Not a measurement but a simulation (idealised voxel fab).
This section sets out a process module, namely voxel transistor to metal.
FYI the section here is cut, 280 nm wide, cells are 5 nm squares.
A cross-section is a grid of square cells, given in bands from the top down. A band is one or more rows of cells.
Band: top height; bottom height; in nm. Then, left to right: material with width in nm, for each material. "full width": a single material spanning edge to edge. "empty": empty space.
Heights from 0 (as-received wafer is one material below). Bottom band endless downward, as "from 0 down".
Note: "30 to 40" means the width goes from the first number (top row of the band) to the second number (bottom row) in equal steps per row of cells.
Where the words "remained unchanged" appear for a step, the cross-section shows no cell changed by that step; every cell remained as before.
Reported under the label "Closed voids list" are the empty spaces having no open way to the top and comprising 8 cells or more; the notation for each is width x height at distance, in which the distance is measured from the left edge and all three values are in nm.
Whatever follows a step's settings on its line is a remark the simulator itself makes about that step.
The optional step-line setting "overlay nm" applies to steps with a mask and quantifies how far to the right of its planned location the mask lay, a negative value indicating leftward placement.

### These are the steps we planned for the process
| 1 | RECEIVE (material Si) |
| 2 | OXIDIZE (depth nm 5) |
| 3 | CONFORMAL_DEP (material SiN; thk nm 10) |
| 4 | MASKED_ETCH (tone cover; mask id ACTIVE; width nm 110; pitch nm 130; etch materials SiN; depth nm 10; overlay nm 0) |
| 5 | MASKED_ETCH (tone cover; mask id ACTIVE; width nm 100; pitch nm 130; etch materials SiO2; depth nm 5; overlay nm 0) |
| 6 | MASKED_ETCH (tone cover; mask id ACTIVE; width nm 110; pitch nm 130; etch materials Si; depth nm 35; overlay nm 0) |
| 7 | FILL_DEP (material SiO2; thk nm 5) |
| 8 | CMP (height nm 10) |
| 9 | SELECTIVE_ETCH (etch materials SiO2; depth nm 5) |
| 10 | STRIP (etch materials SiN) |
| 11 | SELECTIVE_ETCH (etch materials SiO2; depth nm 5) |
| 12 | OXIDIZE (depth nm 5) |
| 13 | DIRECTIONAL_DEP (material polySi; thk nm 20) |
| 14 | DIRECTIONAL_DEP (material SiCN; thk nm 15) |
| 15 | DIRECTIONAL_DEP (material aC; thk nm 10) |
| 16 | PATTERN (tone cover; mask id GATE; material resist; width nm 20; pitch nm 130; thk nm 30; overlay nm 0) |
| 17 | DIRECTIONAL_ETCH (etch materials aC; depth nm 10) |
| 18 | STRIP (etch materials resist) |
| 19 | DIRECTIONAL_ETCH (etch materials SiCN; depth nm 25) |
| 20 | DIRECTIONAL_ETCH (etch materials polySi; depth nm 30) |
| 21 | STRIP (etch materials aC) |
| 22 | CONFORMAL_DEP (material SiO2; thk nm 5) |
| 23 | DIRECTIONAL_ETCH (etch materials SiO2; depth nm 5) |
| 24 | CONFORMAL_DEP (material SiN; thk nm 5) |
| 25 | DIRECTIONAL_ETCH (etch materials SiN; depth nm 5) |
| 26 | DIRECTIONAL_ETCH (etch materials SiO2; depth nm 5) |
| 27 | DIRECTIONAL_ETCH (etch materials Si; depth nm 15) |
| 28 | EPI (material SiGe; thk nm 15) |
| 29 | FILL_DEP (material SiO2; thk nm 10) |
| 30 | CMP (height nm 30) |
| 31 | DIRECTIONAL_DEP (material SiO2; thk nm 15) |
| 32 | MASKED_ETCH (tone open; mask id CONTACT; width nm 15; etch materials SiO2; depth nm 40; overlay nm 0) |
| 33 | CONFORMAL_DEP (material TiN; thk nm 5) |
| 34 | FILL_DEP (material Ru; thk nm 5) |
| 35 | CMP (height nm 45) |
| 36 | CONFORMAL_DEP (material SiN; thk nm 5) |
| 37 | DIRECTIONAL_DEP (material lowk; thk nm 15) |
| 38 | PATTERN (tone open; mask id METAL_1; material resist; width nm 15; thk nm 15; overlay nm 0) |
| 39 | DIRECTIONAL_ETCH (etch materials lowk; depth nm 15) |
| 40 | DIRECTIONAL_ETCH (etch materials SiN; depth nm 5) |
| 41 | STRIP (etch materials resist) |
| 42 | CONFORMAL_DEP (material TiN; thk nm 5) |
| 43 | FILL_DEP (material W; thk nm 5) |
| 44 | CMP (height nm 65) |
| 45 | EPI (material Ru; thk nm 5) |
| 46 | FILL_DEP (material SiCN; thk nm 5) |
What sets these wafers apart? The width nm at step 5. They all start alike, and the plan carries the first wafer's value.

### Received condition of the first of several wafers, sectioned: post-step 1
    from 0 down | Si full width
    Closed voids list: none

### Note: the following table is arranged by wafer, a row apiece. Each row reports the end-of-module state: per material, cells gained (+) or cells lost (-) compared with the wafer as received; closed voids follow
width nm 100 | +48 Ru | -256 Si | +116 SiCN | +148 SiGe | +76 SiN | +428 SiO2 | +104 TiN | +12 W | +132 lowk | +32 polySi | Closed voids list: none
width nm 105 | +48 Ru | -256 Si | +116 SiCN | +148 SiGe | +76 SiN | +428 SiO2 | +104 TiN | +12 W | +132 lowk | +32 polySi | Closed voids list: none
width nm 110 | +48 Ru | -256 Si | +116 SiCN | +148 SiGe | +76 SiN | +428 SiO2 | +104 TiN | +12 W | +132 lowk | +32 polySi | Closed voids list: none
width nm 115 | +48 Ru | -244 Si | +116 SiCN | +148 SiGe | +76 SiN | +416 SiO2 | +104 TiN | +12 W | +132 lowk | +32 polySi | Closed voids list: none
